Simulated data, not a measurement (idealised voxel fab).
process module | voxel plated lines
cross-section cut | 265 nm wide | cells 5 nm
A cross-section is a grid of square cells, given in bands from the top down. A band is one or more rows of cells.
Each band's line starts with the height of the band's top and of its bottom, in nm. Then come its materials from left to right, each with its width in nm. One material with "throughout" fills the band from edge to edge. "air" is empty space.
Height 0 is the level under which the wafer as received is all one material. The lowest band goes on downwards, as in "0 down".
A width such as "30 to 40" changes by the same amount from each row of cells to the next, from the band's top row to its bottom row.
"no change" after a step means that no cell of the cross-section changed.
closed voids: empty space of 8 cells or more with no open way to the top, each as width x height at its distance from the left edge, in nm
after a step's settings: what the simulator itself notes on the step
overlay nm, on a step with a mask: how far to the right of its planned place the mask lay; to the left if negative
plan
1 op RECEIVE | material Si
2 op CONFORMAL_DEP | material SiO2 | thk nm 5
3 op DIRECTIONAL_DEP | material TiN | thk nm 5
4 op PATTERN | tone open | mask id LINES | material resist | width nm 30 | pitch nm 60 | thk nm 30 | overlay nm 0
5 op EPI | material Ru | thk nm 10
6 op EPI | material Ru | thk nm 10
7 op STRIP | etch materials resist
8 op DIRECTIONAL_ETCH | etch materials TiN | depth nm 5
9 op CONFORMAL_DEP | material SiO2 | thk nm 10
as received, after step 1
  0 down: Si throughout
  closed voids: none
a wafer at the end: this start, this plan, one mistake
  40 to 30: air 80 | SiO2 40 | air 20 | SiO2 40 | air 85
  30 to 15: air 80 | SiO2 10 | Ru 20 | SiO2 10 | air 20 | SiO2 10 | Ru 20 | SiO2 10 | air 85
  15 to 10: SiO2 90 | Ru 20 | SiO2 40 | Ru 20 | SiO2 95
  10 to 5: SiO2 90 | TiN 20 | SiO2 40 | TiN 20 | SiO2 95
  5 to 0: SiO2 throughout
  0 down: Si throughout
  closed voids: none
what went wrong: step 4 ran as: op PATTERN | tone open | mask id LINES | material resist | width nm 20 | pitch nm 60 | thk nm 30 | overlay nm 0
